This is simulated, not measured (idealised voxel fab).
process module | voxel released beams
cross-section cut | 185 nm wide | cells 5 nm
A cross-section is a grid of square cells, given in bands from the top down. A band is one or more rows of cells.
Each band's line starts with the height of the band's top and of its bottom, in nm. Then come its materials from left to right, each with its width in nm. One material with "throughout" fills the band from edge to edge. "air" is empty space.
Height 0 is the level under which the wafer as received is all one material. The lowest band goes on downwards, as in "0 down".
A width such as "30 to 40" changes by the same amount from each row of cells to the next, from the band's top row to its bottom row.
"no change" after a step means that no cell of the cross-section changed.
closed voids: empty space of 8 cells or more with no open way to the top, each as width x height at its distance from the left edge, in nm
after a step's settings: what the simulator itself notes on the step
overlay nm, on a step with a mask: how far to the right of its planned place the mask lay; to the left if negative
plan
1 op RECEIVE | material Si
2 op CONFORMAL_DEP | material SiN | thk nm 5
3 op DIRECTIONAL_DEP | material SiO2 | thk nm 10
4 op MASKED_ETCH | tone open | mask id ANCHOR | width nm 45 | etch materials SiO2 | depth nm 10 | overlay nm 0
5 op CONFORMAL_DEP | material TiN | thk nm 15
6 op DIRECTIONAL_DEP | material aC | thk nm 15
7 op PATTERN | tone cover | mask id BEAM | material resist | width nm 120 | thk nm 30 | overlay nm 0
8 op DIRECTIONAL_ETCH | etch materials aC | depth nm 15
9 op STRIP | etch materials resist
10 op DIRECTIONAL_ETCH | etch materials TiN | depth nm 15
11 op STRIP | etch materials aC
12 op STRIP | etch materials SiO2
first wafer, as planned
as received, after step 1
  0 down: Si throughout
  closed voids: none
after step 2
  5 to 0: SiN throughout
  below 0: unchanged
after step 3
  15 to 5: SiO2 throughout
  below 5: unchanged
after step 4
  15 to 5: SiO2 35 | air 45 | SiO2 105
  below 5: unchanged
after step 5
  30 to 20: TiN 50 | air 15 | TiN 120
  20 to 15: TiN throughout
  15 to 5: SiO2 35 | TiN 45 | SiO2 105
  below 5: unchanged
after step 6
  45 to 35: aC 50 | air 15 | aC 120
  35 to 30: aC throughout
  30 to 20: TiN 50 | aC 15 | TiN 120
  below 20: unchanged
after step 7
  75 to 45: air 30 | resist 120 | air 35
  45 to 35: aC 50 | resist 15 | aC 120
  below 35: unchanged
after step 8
  60 to 45: air 30 | resist 120 | air 35
  45 to 35: air 30 | aC 20 | resist 15 | aC 85 | air 35
  35 to 30: air 30 | aC 120 | air 35
  below 30: unchanged
after step 9
  45 to 35: air 30 | aC 20 | air 15 | aC 85 | air 35
  below 35: unchanged
after step 10
  45 to 35: air 30 | aC 20 | air 15 | aC 85 | air 35
  35 to 30: air 30 | aC 120 | air 35
  30 to 20: air 30 | TiN 20 | aC 15 | TiN 85 | air 35
  20 to 15: air 30 | TiN 120 | air 35
  below 15: unchanged
after step 11
  30 to 20: air 30 | TiN 20 | air 15 | TiN 85 | air 35
  below 20: unchanged
after step 12
  30 to 20: air 30 | TiN 20 | air 15 | TiN 85 | air 35
  20 to 15: air 30 | TiN 120 | air 35
  15 to 5: air 35 | TiN 45 | air 105
  below 5: unchanged
second wafer: like start, like plan, one mistake. Through step 1 it matches the first wafer
when step 2 should have ended
  10 to 0: SiO2 throughout
  below 0: unchanged
when step 3 should have ended
  15 to 10: SiN throughout
  below 10: unchanged
when step 4 should have ended: no change
when step 5 should have ended
  30 to 15: TiN throughout
  below 15: unchanged
when step 6 should have ended
  45 to 30: aC throughout
  below 30: unchanged
when step 7 should have ended
  75 to 45: air 30 | resist 120 | air 35
  below 45: unchanged
when step 8 should have ended
  60 to 45: air 30 | resist 120 | air 35
  45 to 30: air 30 | aC 120 | air 35
  below 30: unchanged
when step 9 should have ended
  45 to 30: air 30 | aC 120 | air 35
  below 30: unchanged
when step 10 should have ended
  45 to 30: air 30 | aC 120 | air 35
  30 to 15: air 30 | TiN 120 | air 35
  below 15: unchanged
when step 11 should have ended
  30 to 15: air 30 | TiN 120 | air 35
  below 15: unchanged
when step 12 should have ended: no change
what went wrong: steps 2 and 3 were swapped
at the end the second wafer has, in cells: 74 more of SiO2 | 12 fewer of TiN
